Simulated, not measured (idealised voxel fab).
voxel gate over fins: a process module
Pictured: cross-section cut, 140 nm wide, on a grid of 5 nm square cells.
Notation: cross-section as square-cell grid; stated in bands, top first, going down; one or more cell rows per band. Look at the band entry: it leads with the top's height and the bottom's height in nm. Then it lists the materials left to right, with a width in nm for each. The word "all across" on a single material says that material fills the band edge to edge. The word "empty" is empty space. All heights in this document are referenced to 0, defined as the level beneath which the wafer, as received, consists entirely of one material. The lowest band is not bounded below; it extends indefinitely downward and is written in the form "top 0, no bottom". Think of "30 to 40" as a width that walks from the first number to the second as you go down the band, top row to bottom row, taking equal-sized steps from row to row. "same as before" means the step left every cell of the cross-section as it was. Entry "Enclosed empty spaces". Content: empty spaces with no open connection to the top, size 8 cells or greater. Each: width x height at distance. Distance: from left edge. Unit: nm. Post-settings text on a step line: simulator's own remark regarding the step. The setting "overlay nm" may be written on the line of a step. When the step uses a mask, the value reports how far to the right of the planned place the mask lay, and a negative value reports that it lay to the left.
### plan
1. RECEIVE | material Si
2. CONFORMAL_DEP | material SiN | thk nm 5
3. PATTERN | tone cover | mask id FINS | material resist | width nm 15 | pitch nm 60 | thk nm 20 | overlay nm 0
4. DIRECTIONAL_ETCH | etch materials SiN | depth nm 5
5. DIRECTIONAL_ETCH | etch materials Si | depth nm 40
6. STRIP | etch materials resist
7. OXIDIZE | depth nm 5
8. FILL_DEP | material SiO2 | thk nm 15
9. CMP | height nm 5
10. PATTERN | tone open | mask id RAIL | material resist | width nm 15 | thk nm 15 | overlay nm 0
11. DIRECTIONAL_ETCH | etch materials SiO2 | depth nm 40
12. STRIP | etch materials resist
13. CONFORMAL_DEP | material TiN | thk nm 5
14. FILL_DEP | material W | thk nm 10
15. CMP | height nm 5
16. SELECTIVE_ETCH | etch materials W Ru TiN | depth nm 20
17. FILL_DEP | material SiO2 | thk nm 5
18. CMP | height nm 5
19. SELECTIVE_ETCH | etch materials SiO2 | depth nm 15
20. STRIP | etch materials SiN
21. CONFORMAL_DEP | material HfO2 | thk nm 5
22. CONFORMAL_DEP | material TiN | thk nm 5
23. CONFORMAL_DEP | material TiAl | thk nm 5
24. CONFORMAL_DEP | material TiN | thk nm 5
25. FILL_DEP | material W | thk nm 10
26. CMP | height nm 25
27. CONFORMAL_DEP | material SiCN | thk nm 10
### Here's what the wafer looked like in cross-section when it arrived - that's after step 1
	top 0, no bottom = Si all across
	Enclosed empty spaces: none
### Starting wafer: above. Plan: above. Run: one mistake. Cross-section after the module: below
	top 35, bottom 25 = SiCN all across
	top 25, bottom 20 = W all across
	top 20, bottom 10 = W=15; TiN=45; W=15; TiN=45; W=20
	top 10, bottom 5 = TiN=25; TiAl=25; TiN=35; TiAl=25; TiN=30
	top 5, bottom 0 = TiN=25; TiAl=5; HfO2=15; TiAl=5; TiN=35; TiAl=5; HfO2=15; TiAl=5; TiN=30
	top 0, bottom -5 = TiAl=30; HfO2=5; Si=5; HfO2=5; TiAl=45; HfO2=5; Si=5; HfO2=5; TiAl=35
	top -5, bottom -10 = HfO2=35; Si=5; HfO2=55; Si=5; HfO2=40
	top -10, bottom -15 = SiO2=35; Si=5; SiO2=55; Si=5; SiO2=40
	top -15, bottom -30 = SiO2=35; Si=5; SiO2=20; TiN=5; W=5; TiN=5; SiO2=20; Si=5; SiO2=40
	top -30, bottom -35 = SiO2=35; Si=5; SiO2=20; TiN=15; SiO2=20; Si=5; SiO2=40
	top -35, bottom -45 = SiO2=35; Si=5; SiO2=55; Si=5; SiO2=40
	top -45, no bottom = Si all across
	Enclosed empty spaces: none
Diagnosis: it was found that steps 22 and 23 of the process plan had been performed in exchanged positions
